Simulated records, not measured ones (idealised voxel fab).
Herein follows the process module entitled voxel gate over fins.
Xsec cut, 205 nm wide, square cell size 5 nm.
A cross-section is written here as square cells arranged in a grid, and it is given in bands from the top down, each band taking up one or more rows of cells.
Read a band's entry like this: the first values are the height of its top and the height of its bottom in nm, and what follows is the sequence of materials from left to right, each with its width in nm. Note that "empty" is empty space, and that a single material marked "everywhere" reaches across the band from edge to edge.
Beneath 0, the wafer as received is one material, and that level is where height counting begins. The lowest band goes on downward without a bottom; it is written like "0 nm and below".
Think of "30 to 40" as a width that walks from the first number to the second as you go down the band, top row to bottom row, taking equal-sized steps from row to row.
"no change" for a step: no cell of the cross-section changed in that step.
Look at "Sealed voids" for the closed voids: empty spaces with no open path to the top, sized 8 cells or up. Each is width x height at distance, distance from the left edge, all nm.
after a step's settings: what the simulator itself notes on the step
If you see "overlay nm" on a step's line and that step has a mask, it's telling you how far right of where it was planned the mask ended up; a negative number means it went left instead.
Each pair of cross-sections that follows straddles one process step: the one shows the state before the step, the other the state after it, down to the lowest band that changed and no further. The step in question, and its settings, are given under the pair. Note that a pair is not necessarily a continuation of the pair above it, since pairs can come from different runs of this module on the same starting wafer; it is a continuation only where its entry headed "Before the process" says so.
# Before the process
- 15 nm to 10 nm = empty 45; TiAl 35; empty 5; TiAl 35; empty 5; TiAl 35; empty 45
- 10 nm to 5 nm = empty 45; TiAl 5; TiN 25; TiAl 5; empty 5; TiAl 5; TiN 25; TiAl 5; empty 5; TiAl 5; TiN 25; TiAl 5; empty 45
- 5 nm to 0 nm = empty 45; TiAl 5; TiN 5; HfO2 15; TiN 5; TiAl 5; empty 5; TiAl 5; TiN 5; HfO2 15; TiN 5; TiAl 5; empty 5; TiAl 5; TiN 5; HfO2 15; TiN 5; TiAl 5; empty 45
- 0 nm to -5 nm = TiAl 50; TiN 5; HfO2 5; Si 5; HfO2 5; TiN 5; TiAl 15; TiN 5; HfO2 5; Si 5; HfO2 5; TiN 5; TiAl 15; TiN 5; HfO2 5; Si 5; HfO2 5; TiN 5; TiAl 50
- -5 nm to -10 nm = TiN 55; HfO2 5; Si 5; HfO2 5; TiN 25; HfO2 5; Si 5; HfO2 5; TiN 25; HfO2 5; Si 5; HfO2 5; TiN 55
- -10 nm to -15 nm = HfO2 60; Si 5; HfO2 35; Si 5; HfO2 35; Si 5; HfO2 60
- -15 nm to -50 nm = SiO2 60; Si 5; SiO2 35; Si 5; SiO2 35; Si 5; SiO2 60
- -50 nm and below = Si everywhere
- Sealed voids: none
# Resulting Structure
- 20 nm to 15 nm = empty 40; TiN 125; empty 40
- 15 nm to 10 nm = empty 40; TiN 5; TiAl 35; TiN 5; TiAl 35; TiN 5; TiAl 35; TiN 5; empty 40
- 10 nm to 5 nm = empty 40; TiN 5; TiAl 5; TiN 25; TiAl 5; TiN 5; TiAl 5; TiN 25; TiAl 5; TiN 5; TiAl 5; TiN 25; TiAl 5; TiN 5; empty 40
- 5 nm to 0 nm = TiN 45; TiAl 5; TiN 5; HfO2 15; TiN 5; TiAl 5; TiN 5; TiAl 5; TiN 5; HfO2 15; TiN 5; TiAl 5; TiN 5; TiAl 5; TiN 5; HfO2 15; TiN 5; TiAl 5; TiN 45
- below 0: unchanged
- Sealed voids: none
Quick note on the step between the two cross-sections above: CONFORMAL_DEP with material TiN, thk nm 5
Before the process: Please consult the pair immediately above; the cross-section it shows after its step is the state before this step.
# Resulting Structure
- 30 nm to 20 nm = W everywhere
- 20 nm to 15 nm = W 40; TiN 125; W 40
- 15 nm to 10 nm = W 40; TiN 5; TiAl 35; TiN 5; TiAl 35; TiN 5; TiAl 35; TiN 5; W 40
- 10 nm to 5 nm = W 40; TiN 5; TiAl 5; TiN 25; TiAl 5; TiN 5; TiAl 5; TiN 25; TiAl 5; TiN 5; TiAl 5; TiN 25; TiAl 5; TiN 5; W 40
- below 5: unchanged
- Sealed voids: none
Quick note on the step between the two cross-sections above: FILL_DEP with material W, thk nm 10
Before the process: Please consult the pair immediately above; the cross-section it shows after its step is the state before this step.
# Resulting Structure
- 25 nm to 20 nm = W everywhere
- below 20: unchanged
- Sealed voids: none
Quick note on the step between the two cross-sections above: CMP with height nm 25
Before the process: Please consult the pair immediately above; the cross-section it shows after its step is the state before this step.
# Resulting Structure
- 35 nm to 25 nm = SiCN everywhere
- below 25: unchanged
- Sealed voids: none
Quick note on the step between the two cross-sections above: CONFORMAL_DEP with material SiCN, thk nm 10
# Before the process
- 20 nm to 10 nm = aC everywhere
- 10 nm to 0 nm = SiN everywhere
- 0 nm and below = Si everywhere
- Sealed voids: none
# Resulting Structure
- 50 nm to 20 nm = empty 55; resist 20; empty 20; resist 20; empty 20; resist 20; empty 50
- below 20: unchanged
- Sealed voids: none
Quick note on the step between the two cross-sections above: PATTERN with tone cover, mask id FINS, material resist, width nm 20, pitch nm 40, thk nm 30, overlay nm 0
Before the process: Please consult the pair immediately above; the cross-section it shows after its step is the state before this step.
# Resulting Structure
- 40 nm to 20 nm = empty 55; resist 20; empty 20; resist 20; empty 20; resist 20; empty 50
- 20 nm to 10 nm = empty 55; aC 20; empty 20; aC 20; empty 20; aC 20; empty 50
- below 10: unchanged
- Sealed voids: none
Quick note on the step between the two cross-sections above: DIRECTIONAL_ETCH with etch materials aC, depth nm 10
Before the process: Please consult the pair immediately above; the cross-section it shows after its step is the state before this step.
# Resulting Structure
- 20 nm to 10 nm = empty 55; aC 20; empty 20; aC 20; empty 20; aC 20; empty 50
- below 10: unchanged
- Sealed voids: none
Quick note on the step between the two cross-sections above: STRIP with etch materials resist
Before the process: Please consult the pair immediately above; the cross-section it shows after its step is the state before this step.
# Resulting Structure
- 20 nm to 10 nm = empty 55; aC 20; empty 20; aC 20; empty 20; aC 20; empty 50
- 10 nm to 0 nm = empty 55; SiN 20; empty 20; SiN 20; empty 20; SiN 20; empty 50
- below 0: unchanged
- Sealed voids: none
Quick note on the step between the two cross-sections above: DIRECTIONAL_ETCH with etch materials SiN, depth nm 10
Before the process: Please consult the pair immediately above; the cross-section it shows after its step is the state before this step.
# Resulting Structure
- 20 nm to 10 nm = empty 55; aC 20; empty 20; aC 20; empty 20; aC 20; empty 50
- 10 nm to 0 nm = empty 55; SiN 20; empty 20; SiN 20; empty 20; SiN 20; empty 50
- 0 nm to -35 nm = empty 55; Si 20; empty 20; Si 20; empty 20; Si 20; empty 50
- below -35: unchanged
- Sealed voids: none
Quick note on the step between the two cross-sections above: DIRECTIONAL_ETCH with etch materials Si, depth nm 35
Before the process: Please consult the pair immediately above; the cross-section it shows after its step is the state before this step.
# Resulting Structure
- 10 nm to 0 nm = empty 55; SiN 20; empty 20; SiN 20; empty 20; SiN 20; empty 50
- below 0: unchanged
- Sealed voids: none
Quick note on the step between the two cross-sections above: STRIP with etch materials aC
Before the process: Please consult the pair immediately above; the cross-section it shows after its step is the state before this step.
# Resulting Structure
- 10 nm to 0 nm = empty 55; SiN 20; empty 20; SiN 20; empty 20; SiN 20; empty 50
- 0 nm to -35 nm = empty 55; SiO2 5; Si 10; SiO2 5; empty 20; SiO2 5; Si 10; SiO2 5; empty 20; SiO2 5; Si 10; SiO2 5; empty 50
- -35 nm to -40 nm = SiO2 60; Si 10; SiO2 30; Si 10; SiO2 30; Si 10; SiO2 55
- below -40: unchanged
- Sealed voids: none
Quick note on the step between the two cross-sections above: OXIDIZE with depth nm 5
Before the process: Please consult the pair immediately above; the cross-section it shows after its step is the state before this step.
# Resulting Structure
- 20 nm to 10 nm = SiO2 everywhere
- 10 nm to 0 nm = SiO2 55; SiN 20; SiO2 20; SiN 20; SiO2 20; SiN 20; SiO2 50
- 0 nm to -40 nm = SiO2 60; Si 10; SiO2 30; Si 10; SiO2 30; Si 10; SiO2 55
- below -40: unchanged
- Sealed voids: none
Quick note on the step between the two cross-sections above: FILL_DEP with material SiO2, thk nm 10
Before the process: Please consult the pair immediately above; the cross-section it shows after its step is the state before this step.
# Resulting Structure
- 10 nm to 0 nm = SiO2 55; SiN 20; SiO2 20; SiN 20; SiO2 20; SiN 20; SiO2 50
- below 0: unchanged
- Sealed voids: none
Quick note on the step between the two cross-sections above: CMP with height nm 10
Before the process: Please consult the pair immediately above; the cross-section it shows after its step is the state before this step.
# Resulting Structure
- 10 nm to 0 nm = empty 55; SiN 20; empty 20; SiN 20; empty 20; SiN 20; empty 50
- 0 nm to -15 nm = empty 60; Si 10; empty 30; Si 10; empty 30; Si 10; empty 55
- below -15: unchanged
- Sealed voids: none
Quick note on the step between the two cross-sections above: SELECTIVE_ETCH with etch materials SiO2, depth nm 25
Before the process: Please consult the pair immediately above; the cross-section it shows after its step is the state before this step.
# Resulting Structure
- 0 nm to -15 nm = empty 60; Si 10; empty 30; Si 10; empty 30; Si 10; empty 55
- below -15: unchanged
- Sealed voids: none
Quick note on the step between the two cross-sections above: STRIP with etch materials SiN
Before the process: Please consult the pair immediately above; the cross-section it shows after its step is the state before this step.
# Resulting Structure
- 5 nm to 0 nm = empty 55; HfO2 20; empty 20; HfO2 20; empty 20; HfO2 20; empty 50
- 0 nm to -10 nm = empty 55; HfO2 5; Si 10; HfO2 5; empty 20; HfO2 5; Si 10; HfO2 5; empty 20; HfO2 5; Si 10; HfO2 5; empty 50
- -10 nm to -15 nm = HfO2 60; Si 10; HfO2 30; Si 10; HfO2 30; Si 10; HfO2 55
- below -15: unchanged
- Sealed voids: none
Quick note on the step between the two cross-sections above: CONFORMAL_DEP with material HfO2, thk nm 5
Before the process: Please consult the pair immediately above; the cross-section it shows after its step is the state before this step.
# Resulting Structure
- 10 nm to 5 nm = empty 50; TiN 30; empty 10; TiN 30; empty 10; TiN 30; empty 45
- 5 nm to 0 nm = empty 50; TiN 5; HfO2 20; TiN 5; empty 10; TiN 5; HfO2 20; TiN 5; empty 10; TiN 5; HfO2 20; TiN 5; empty 45
- 0 nm to -5 nm = empty 50; TiN 5; HfO2 5; Si 10; HfO2 5; TiN 5; empty 10; TiN 5; HfO2 5; Si 10; HfO2 5; TiN 5; empty 10; TiN 5; HfO2 5; Si 10; HfO2 5; TiN 5; empty 45
- -5 nm to -10 nm = TiN 55; HfO2 5; Si 10; HfO2 5; TiN 20; HfO2 5; Si 10; HfO2 5; TiN 20; HfO2 5; Si 10; HfO2 5; TiN 50
- below -10: unchanged
- Sealed voids: none
Quick note on the step between the two cross-sections above: CONFORMAL_DEP with material TiN, thk nm 5
Before the process: Please consult the pair immediately above; the cross-section it shows after its step is the state before this step.
# Resulting Structure
- 15 nm to 10 nm = empty 45; TiAl 120; empty 40
- 10 nm to 5 nm = empty 45; TiAl 5; TiN 30; TiAl 10; TiN 30; TiAl 10; TiN 30; TiAl 5; empty 40
- 5 nm to 0 nm = empty 45; TiAl 5; TiN 5; HfO2 20; TiN 5; TiAl 10; TiN 5; HfO2 20; TiN 5; TiAl 10; TiN 5; HfO2 20; TiN 5; TiAl 5; empty 40
- 0 nm to -5 nm = TiAl 50; TiN 5; HfO2 5; Si 10; HfO2 5; TiN 5; TiAl 10; TiN 5; HfO2 5; Si 10; HfO2 5; TiN 5; TiAl 10; TiN 5; HfO2 5; Si 10; HfO2 5; TiN 5; TiAl 45
- below -5: unchanged
- Sealed voids: none
Quick note on the step between the two cross-sections above: CONFORMAL_DEP with material TiAl, thk nm 5
Before the process: Please consult the pair immediately above; the cross-section it shows after its step is the state before this step.
# Resulting Structure
- 20 nm to 15 nm = empty 40; TiN 130; empty 35
- 15 nm to 10 nm = empty 40; TiN 5; TiAl 120; TiN 5; empty 35
- 10 nm to 5 nm = empty 40; TiN 5; TiAl 5; TiN 30; TiAl 10; TiN 30; TiAl 10; TiN 30; TiAl 5; TiN 5; empty 35
- 5 nm to 0 nm = TiN 45; TiAl 5; TiN 5; HfO2 20; TiN 5; TiAl 10; TiN 5; HfO2 20; TiN 5; TiAl 10; TiN 5; HfO2 20; TiN 5; TiAl 5; TiN 40
- below 0: unchanged
- Sealed voids: none
Quick note on the step between the two cross-sections above: CONFORMAL_DEP with material TiN, thk nm 5
Before the process: Please consult the pair immediately above; the cross-section it shows after its step is the state before this step.
# Resulting Structure
- 30 nm to 20 nm = W everywhere
- 20 nm to 15 nm = W 40; TiN 130; W 35
- 15 nm to 10 nm = W 40; TiN 5; TiAl 120; TiN 5; W 35
- 10 nm to 5 nm = W 40; TiN 5; TiAl 5; TiN 30; TiAl 10; TiN 30; TiAl 10; TiN 30; TiAl 5; TiN 5; W 35
- below 5: unchanged
- Sealed voids: none
Quick note on the step between the two cross-sections above: FILL_DEP with material W, thk nm 10
Before the process: Please consult the pair immediately above; the cross-section it shows after its step is the state before this step.
# Resulting Structure
- 25 nm to 20 nm = W everywhere
- below 20: unchanged
- Sealed voids: none
Quick note on the step between the two cross-sections above: CMP with height nm 25
Before the process: Please consult the pair immediately above; the cross-section it shows after its step is the state before this step.
# Resulting Structure
- 35 nm to 25 nm = SiCN everywhere
- below 25: unchanged
- Sealed voids: none
Quick note on the step between the two cross-sections above: CONFORMAL_DEP with material SiCN, thk nm 10
# Before the process
- 20 nm to 10 nm = aC everywhere
- 10 nm to 0 nm = SiN everywhere
- 0 nm and below = Si everywhere
- Sealed voids: none
# Resulting Structure
- 50 nm to 20 nm = empty 60; resist 15; empty 25; resist 15; empty 25; resist 15; empty 50
- below 20: unchanged
- Sealed voids: none
Quick note on the step between the two cross-sections above: PATTERN with tone cover, mask id FINS, material resist, width nm 15, pitch nm 40, thk nm 30, overlay nm 5
Before the process: Please consult the pair immediately above; the cross-section it shows after its step is the state before this step.
# Resulting Structure
- 40 nm to 20 nm = empty 60; resist 15; empty 25; resist 15; empty 25; resist 15; empty 50
- 20 nm to 10 nm = empty 60; aC 15; empty 25; aC 15; empty 25; aC 15; empty 50
- below 10: unchanged
- Sealed voids: none
Quick note on the step between the two cross-sections above: DIRECTIONAL_ETCH with etch materials aC, depth nm 10
Before the process: Please consult the pair immediately above; the cross-section it shows after its step is the state before this step.
# Resulting Structure
- 20 nm to 10 nm = empty 60; aC 15; empty 25; aC 15; empty 25; aC 15; empty 50
- below 10: unchanged
- Sealed voids: none
Quick note on the step between the two cross-sections above: STRIP with etch materials resist
Before the process: Please consult the pair immediately above; the cross-section it shows after its step is the state before this step.
# Resulting Structure
- 20 nm to 10 nm = empty 60; aC 15; empty 25; aC 15; empty 25; aC 15; empty 50
- 10 nm to 0 nm = empty 60; SiN 15; empty 25; SiN 15; empty 25; SiN 15; empty 50
- below 0: unchanged
- Sealed voids: none
Quick note on the step between the two cross-sections above: DIRECTIONAL_ETCH with etch materials SiN, depth nm 10
Before the process: Please consult the pair immediately above; the cross-section it shows after its step is the state before this step.
# Resulting Structure
- 20 nm to 10 nm = empty 60; aC 15; empty 25; aC 15; empty 25; aC 15; empty 50
- 10 nm to 0 nm = empty 60; SiN 15; empty 25; SiN 15; empty 25; SiN 15; empty 50
- 0 nm to -35 nm = empty 60; Si 15; empty 25; Si 15; empty 25; Si 15; empty 50
- below -35: unchanged
- Sealed voids: none
Quick note on the step between the two cross-sections above: DIRECTIONAL_ETCH with etch materials Si, depth nm 35
Before the process: Please consult the pair immediately above; the cross-section it shows after its step is the state before this step.
# Resulting Structure
- 10 nm to 0 nm = empty 60; SiN 15; empty 25; SiN 15; empty 25; SiN 15; empty 50
- below 0: unchanged
- Sealed voids: none
Quick note on the step between the two cross-sections above: STRIP with etch materials aC
Before the process: Please consult the pair immediately above; the cross-section it shows after its step is the state before this step.
# Resulting Structure
- 10 nm to 0 nm = empty 60; SiN 15; empty 25; SiN 15; empty 25; SiN 15; empty 50
- 0 nm to -35 nm = empty 60; SiO2 5; Si 5; SiO2 5; empty 25; SiO2 5; Si 5; SiO2 5; empty 25; SiO2 5; Si 5; SiO2 5; empty 50
- -35 nm to -40 nm = SiO2 65; Si 5; SiO2 35; Si 5; SiO2 35; Si 5; SiO2 55
- below -40: unchanged
- Sealed voids: none
Quick note on the step between the two cross-sections above: OXIDIZE with depth nm 5
Before the process: Please consult the pair immediately above; the cross-section it shows after its step is the state before this step.
# Resulting Structure
- 20 nm to 10 nm = SiO2 everywhere
- 10 nm to 0 nm = SiO2 60; SiN 15; SiO2 25; SiN 15; SiO2 25; SiN 15; SiO2 50
- 0 nm to -40 nm = SiO2 65; Si 5; SiO2 35; Si 5; SiO2 35; Si 5; SiO2 55
- below -40: unchanged
- Sealed voids: none
Quick note on the step between the two cross-sections above: FILL_DEP with material SiO2, thk nm 10
Before the process: Please consult the pair immediately above; the cross-section it shows after its step is the state before this step.
# Resulting Structure
- 10 nm to 0 nm = SiO2 60; SiN 15; SiO2 25; SiN 15; SiO2 25; SiN 15; SiO2 50
- below 0: unchanged
- Sealed voids: none
Quick note on the step between the two cross-sections above: CMP with height nm 10
Before the process: Please consult the pair immediately above; the cross-section it shows after its step is the state before this step.
# Resulting Structure
- 10 nm to 0 nm = empty 60; SiN 15; empty 25; SiN 15; empty 25; SiN 15; empty 50
- 0 nm to -15 nm = empty 65; Si 5; empty 35; Si 5; empty 35; Si 5; empty 55
- below -15: unchanged
- Sealed voids: none
Quick note on the step between the two cross-sections above: SELECTIVE_ETCH with etch materials SiO2, depth nm 25
Before the process: Please consult the pair immediately above; the cross-section it shows after its step is the state before this step.
# Resulting Structure
- 0 nm to -15 nm = empty 65; Si 5; empty 35; Si 5; empty 35; Si 5; empty 55
- below -15: unchanged
- Sealed voids: none
Quick note on the step between the two cross-sections above: STRIP with etch materials SiN
Before the process: Please consult the pair immediately above; the cross-section it shows after its step is the state before this step.
# Resulting Structure
- 5 nm to 0 nm = empty 60; HfO2 15; empty 25; HfO2 15; empty 25; HfO2 15; empty 50
- 0 nm to -10 nm = empty 60; HfO2 5; Si 5; HfO2 5; empty 25; HfO2 5; Si 5; HfO2 5; empty 25; HfO2 5; Si 5; HfO2 5; empty 50
- -10 nm to -15 nm = HfO2 65; Si 5; HfO2 35; Si 5; HfO2 35; Si 5; HfO2 55
- below -15: unchanged
- Sealed voids: none
Quick note on the step between the two cross-sections above: CONFORMAL_DEP with material HfO2, thk nm 5
Before the process: Please consult the pair immediately above; the cross-section it shows after its step is the state before this step.
# Resulting Structure
- 10 nm to 5 nm = empty 55; TiN 25; empty 15; TiN 25; empty 15; TiN 25; empty 45
- 5 nm to 0 nm = empty 55; TiN 5; HfO2 15; TiN 5; empty 15; TiN 5; HfO2 15; TiN 5; empty 15; TiN 5; HfO2 15; TiN 5; empty 45
- 0 nm to -5 nm = empty 55; TiN 5; HfO2 5; Si 5; HfO2 5; TiN 5; empty 15; TiN 5; HfO2 5; Si 5; HfO2 5; TiN 5; empty 15; TiN 5; HfO2 5; Si 5; HfO2 5; TiN 5; empty 45
- -5 nm to -10 nm = TiN 60; HfO2 5; Si 5; HfO2 5; TiN 25; HfO2 5; Si 5; HfO2 5; TiN 25; HfO2 5; Si 5; HfO2 5; TiN 50
- below -10: unchanged
- Sealed voids: none
Quick note on the step between the two cross-sections above: CONFORMAL_DEP with material TiN, thk nm 5
Before the process: Please consult the pair immediately above; the cross-section it shows after its step is the state before this step.
# Resulting Structure
- 15 nm to 10 nm = empty 50; TiAl 35; empty 5; TiAl 35; empty 5; TiAl 35; empty 40
- 10 nm to 5 nm = empty 50; TiAl 5; TiN 25; TiAl 5; empty 5; TiAl 5; TiN 25; TiAl 5; empty 5; TiAl 5; TiN 25; TiAl 5; empty 40
- 5 nm to 0 nm = empty 50; TiAl 5; TiN 5; HfO2 15; TiN 5; TiAl 5; empty 5; TiAl 5; TiN 5; HfO2 15; TiN 5; TiAl 5; empty 5; TiAl 5; TiN 5; HfO2 15; TiN 5; TiAl 5; empty 40
- 0 nm to -5 nm = TiAl 55; TiN 5; HfO2 5; Si 5; HfO2 5; TiN 5; TiAl 15; TiN 5; HfO2 5; Si 5; HfO2 5; TiN 5; TiAl 15; TiN 5; HfO2 5; Si 5; HfO2 5; TiN 5; TiAl 45
- below -5: unchanged
- Sealed voids: none
Quick note on the step between the two cross-sections above: CONFORMAL_DEP with material TiAl, thk nm 5
Before the process: Please consult the pair immediately above; the cross-section it shows after its step is the state before this step.
# Resulting Structure
- 20 nm to 15 nm = empty 45; TiN 125; empty 35
- 15 nm to 10 nm = empty 45; TiN 5; TiAl 35; TiN 5; TiAl 35; TiN 5; TiAl 35; TiN 5; empty 35
- 10 nm to 5 nm = empty 45; TiN 5; TiAl 5; TiN 25; TiAl 5; TiN 5; TiAl 5; TiN 25; TiAl 5; TiN 5; TiAl 5; TiN 25; TiAl 5; TiN 5; empty 35
- 5 nm to 0 nm = TiN 50; TiAl 5; TiN 5; HfO2 15; TiN 5; TiAl 5; TiN 5; TiAl 5; TiN 5; HfO2 15; TiN 5; TiAl 5; TiN 5; TiAl 5; TiN 5; HfO2 15; TiN 5; TiAl 5; TiN 40
- below 0: unchanged
- Sealed voids: none
Quick note on the step between the two cross-sections above: CONFORMAL_DEP with material TiN, thk nm 5
Before the process: Please consult the pair immediately above; the cross-section it shows after its step is the state before this step.
# Resulting Structure
- 30 nm to 20 nm = W everywhere
- 20 nm to 15 nm = W 45; TiN 125; W 35
- 15 nm to 10 nm = W 45; TiN 5; TiAl 35; TiN 5; TiAl 35; TiN 5; TiAl 35; TiN 5; W 35
- 10 nm to 5 nm = W 45; TiN 5; TiAl 5; TiN 25; TiAl 5; TiN 5; TiAl 5; TiN 25; TiAl 5; TiN 5; TiAl 5; TiN 25; TiAl 5; TiN 5; W 35
- below 5: unchanged
- Sealed voids: none
Quick note on the step between the two cross-sections above: FILL_DEP with material W, thk nm 10
Before the process: Please consult the pair immediately above; the cross-section it shows after its step is the state before this step.
# Resulting Structure
- 25 nm to 20 nm = W everywhere
- below 20: unchanged
- Sealed voids: none
Quick note on the step between the two cross-sections above: CMP with height nm 25
Before the process: Please consult the pair immediately above; the cross-section it shows after its step is the state before this step.
# Resulting Structure
- 35 nm to 25 nm = SiCN everywhere
- below 25: unchanged
- Sealed voids: none
Quick note on the step between the two cross-sections above: CONFORMAL_DEP with material SiCN, thk nm 10
# Before the process
- 25 nm to 20 nm = W everywhere
- 20 nm to 15 nm = W 40; TiN 125; W 40
- 15 nm to 10 nm = W 40; TiN 5; TiAl 35; TiN 5; TiAl 35; TiN 5; TiAl 35; TiN 5; W 40
- 10 nm to 5 nm = W 40; TiN 5; TiAl 5; TiN 25; TiAl 5; TiN 5; TiAl 5; TiN 25; TiAl 5; TiN 5; TiAl 5; TiN 25; TiAl 5; TiN 5; W 40
- 5 nm to 0 nm = TiN 45; TiAl 5; TiN 5; HfO2 15; TiN 5; TiAl 5; TiN 5; TiAl 5; TiN 5; HfO2 15; TiN 5; TiAl 5; TiN 5; TiAl 5; TiN 5; HfO2 15; TiN 5; TiAl 5; TiN 45
- 0 nm to -5 nm = TiAl 50; TiN 5; HfO2 5; Si 5; HfO2 5; TiN 5; TiAl 15; TiN 5; HfO2 5; Si 5; HfO2 5; TiN 5; TiAl 15; TiN 5; HfO2 5; Si 5; HfO2 5; TiN 5; TiAl 50
- -5 nm to -10 nm = TiN 55; HfO2 5; Si 5; HfO2 5; TiN 25; HfO2 5; Si 5; HfO2 5; TiN 25; HfO2 5; Si 5; HfO2 5; TiN 55
- -10 nm to -15 nm = HfO2 60; Si 5; HfO2 35; Si 5; HfO2 35; Si 5; HfO2 60
- -15 nm to -40 nm = SiO2 60; Si 5; SiO2 35; Si 5; SiO2 35; Si 5; SiO2 60
- -40 nm and below = Si everywhere
- Sealed voids: none
# Resulting Structure
- 35 nm to 25 nm = SiN everywhere
- below 25: unchanged
- Sealed voids: none
Quick note on the step between the two cross-sections above: CONFORMAL_DEP with material SiN, thk nm 10
# Before the process
- 20 nm to 10 nm = aC everywhere
- 10 nm to 0 nm = SiN everywhere
- 0 nm and below = Si everywhere
- Sealed voids: none
# Resulting Structure
- 50 nm to 20 nm = resist 55; empty 15; resist 25; empty 15; resist 25; empty 15; resist 55
- below 20: unchanged
- Sealed voids: none
Quick note on the step between the two cross-sections above: PATTERN with tone open, mask id FINS, material resist, width nm 15, pitch nm 40, thk nm 30, overlay nm 0
Before the process: Please consult the pair immediately above; the cross-section it shows after its step is the state before this step.
# Resulting Structure
- 40 nm to 20 nm = resist 55; empty 15; resist 25; empty 15; resist 25; empty 15; resist 55
- 20 nm to 10 nm = aC 55; empty 15; aC 25; empty 15; aC 25; empty 15; aC 55
- below 10: unchanged
- Sealed voids: none
Quick note on the step between the two cross-sections above: DIRECTIONAL_ETCH with etch materials aC, depth nm 10
Before the process: Please consult the pair immediately above; the cross-section it shows after its step is the state before this step.
# Resulting Structure
- 20 nm to 10 nm = aC 55; empty 15; aC 25; empty 15; aC 25; empty 15; aC 55
- below 10: unchanged
- Sealed voids: none
Quick note on the step between the two cross-sections above: STRIP with etch materials resist
Before the process: Please consult the pair immediately above; the cross-section it shows after its step is the state before this step.
# Resulting Structure
- 20 nm to 10 nm = aC 55; empty 15; aC 25; empty 15; aC 25; empty 15; aC 55
- 10 nm to 0 nm = SiN 55; empty 15; SiN 25; empty 15; SiN 25; empty 15; SiN 55
- below 0: unchanged
- Sealed voids: none
Quick note on the step between the two cross-sections above: DIRECTIONAL_ETCH with etch materials SiN, depth nm 10
Before the process: Please consult the pair immediately above; the cross-section it shows after its step is the state before this step.
# Resulting Structure
- 20 nm to 10 nm = aC 55; empty 15; aC 25; empty 15; aC 25; empty 15; aC 55
- 10 nm to 0 nm = SiN 55; empty 15; SiN 25; empty 15; SiN 25; empty 15; SiN 55
- 0 nm to -35 nm = Si 55; empty 15; Si 25; empty 15; Si 25; empty 15; Si 55
- below -35: unchanged
- Sealed voids: none
Quick note on the step between the two cross-sections above: DIRECTIONAL_ETCH with etch materials Si, depth nm 35
Before the process: Please consult the pair immediately above; the cross-section it shows after its step is the state before this step.
# Resulting Structure
- 10 nm to 0 nm = SiN 55; empty 15; SiN 25; empty 15; SiN 25; empty 15; SiN 55
- below 0: unchanged
- Sealed voids: none
Quick note on the step between the two cross-sections above: STRIP with etch materials aC
Before the process: Please consult the pair immediately above; the cross-section it shows after its step is the state before this step.
# Resulting Structure
- 10 nm to 0 nm = SiN 55; empty 15; SiN 25; empty 15; SiN 25; empty 15; SiN 55
- 0 nm to -35 nm = Si 50; SiO2 5; empty 15; SiO2 5; Si 15; SiO2 5; empty 15; SiO2 5; Si 15; SiO2 5; empty 15; SiO2 5; Si 50
- -35 nm to -40 nm = Si 50; SiO2 25; Si 15; SiO2 25; Si 15; SiO2 25; Si 50
- below -40: unchanged
- Sealed voids: none
Quick note on the step between the two cross-sections above: OXIDIZE with depth nm 5
Before the process: Please consult the pair immediately above; the cross-section it shows after its step is the state before this step.
# Resulting Structure
- 20 nm to 10 nm = SiO2 everywhere
- 10 nm to 0 nm = SiN 55; SiO2 15; SiN 25; SiO2 15; SiN 25; SiO2 15; SiN 55
- 0 nm to -40 nm = Si 50; SiO2 25; Si 15; SiO2 25; Si 15; SiO2 25; Si 50
- below -40: unchanged
- Sealed voids: none
Quick note on the step between the two cross-sections above: FILL_DEP with material SiO2, thk nm 10
Before the process: Please consult the pair immediately above; the cross-section it shows after its step is the state before this step.
# Resulting Structure
- 10 nm to 0 nm = SiN 55; SiO2 15; SiN 25; SiO2 15; SiN 25; SiO2 15; SiN 55
- below 0: unchanged
- Sealed voids: none
Quick note on the step between the two cross-sections above: CMP with height nm 10
Before the process: Please consult the pair immediately above; the cross-section it shows after its step is the state before this step.
# Resulting Structure
- 10 nm to 0 nm = SiN 55; empty 15; SiN 25; empty 15; SiN 25; empty 15; SiN 55
- 0 nm to -15 nm = Si 50; empty 25; Si 15; empty 25; Si 15; empty 25; Si 50
- below -15: unchanged
- Sealed voids: none
Quick note on the step between the two cross-sections above: SELECTIVE_ETCH with etch materials SiO2, depth nm 25
Before the process: Please consult the pair immediately above; the cross-section it shows after its step is the state before this step.
# Resulting Structure
- 0 nm to -15 nm = Si 50; empty 25; Si 15; empty 25; Si 15; empty 25; Si 50
- below -15: unchanged
- Sealed voids: none
Quick note on the step between the two cross-sections above: STRIP with etch materials SiN
Before the process: Please consult the pair immediately above; the cross-section it shows after its step is the state before this step.
# Resulting Structure
- 5 nm to 0 nm = HfO2 55; empty 15; HfO2 25; empty 15; HfO2 25; empty 15; HfO2 55
- 0 nm to -10 nm = Si 50; HfO2 5; empty 15; HfO2 5; Si 15; HfO2 5; empty 15; HfO2 5; Si 15; HfO2 5; empty 15; HfO2 5; Si 50
- -10 nm to -15 nm = Si 50; HfO2 25; Si 15; HfO2 25; Si 15; HfO2 25; Si 50
- below -15: unchanged
- Sealed voids: none
Quick note on the step between the two cross-sections above: CONFORMAL_DEP with material HfO2, thk nm 5
Before the process: Please consult the pair immediately above; the cross-section it shows after its step is the state before this step.
# Resulting Structure
- 10 nm to 5 nm = TiN 60; empty 5; TiN 35; empty 5; TiN 35; empty 5; TiN 60
- 5 nm to 0 nm = HfO2 55; TiN 5; empty 5; TiN 5; HfO2 25; TiN 5; empty 5; TiN 5; HfO2 25; TiN 5; empty 5; TiN 5; HfO2 55
- 0 nm to -5 nm = Si 50; HfO2 5; TiN 5; empty 5; TiN 5; HfO2 5; Si 15; HfO2 5; TiN 5; empty 5; TiN 5; HfO2 5; Si 15; HfO2 5; TiN 5; empty 5; TiN 5; HfO2 5; Si 50
- -5 nm to -10 nm = Si 50; HfO2 5; TiN 15; HfO2 5; Si 15; HfO2 5; TiN 15; HfO2 5; Si 15; HfO2 5; TiN 15; HfO2 5; Si 50
- below -10: unchanged
- Sealed voids: none
Quick note on the step between the two cross-sections above: CONFORMAL_DEP with material TiN, thk nm 5
Before the process: Please consult the pair immediately above; the cross-section it shows after its step is the state before this step.
# Resulting Structure
- 15 nm to 10 nm = TiAl everywhere
- 10 nm to 5 nm = TiN 60; TiAl 5; TiN 35; TiAl 5; TiN 35; TiAl 5; TiN 60
- 5 nm to 0 nm = HfO2 55; TiN 5; TiAl 5; TiN 5; HfO2 25; TiN 5; TiAl 5; TiN 5; HfO2 25; TiN 5; TiAl 5; TiN 5; HfO2 55
- 0 nm to -5 nm = Si 50; HfO2 5; TiN 5; TiAl 5; TiN 5; HfO2 5; Si 15; HfO2 5; TiN 5; TiAl 5; TiN 5; HfO2 5; Si 15; HfO2 5; TiN 5; TiAl 5; TiN 5; HfO2 5; Si 50
- below -5: unchanged
- Sealed voids: none
Quick note on the step between the two cross-sections above: CONFORMAL_DEP with material TiAl, thk nm 5
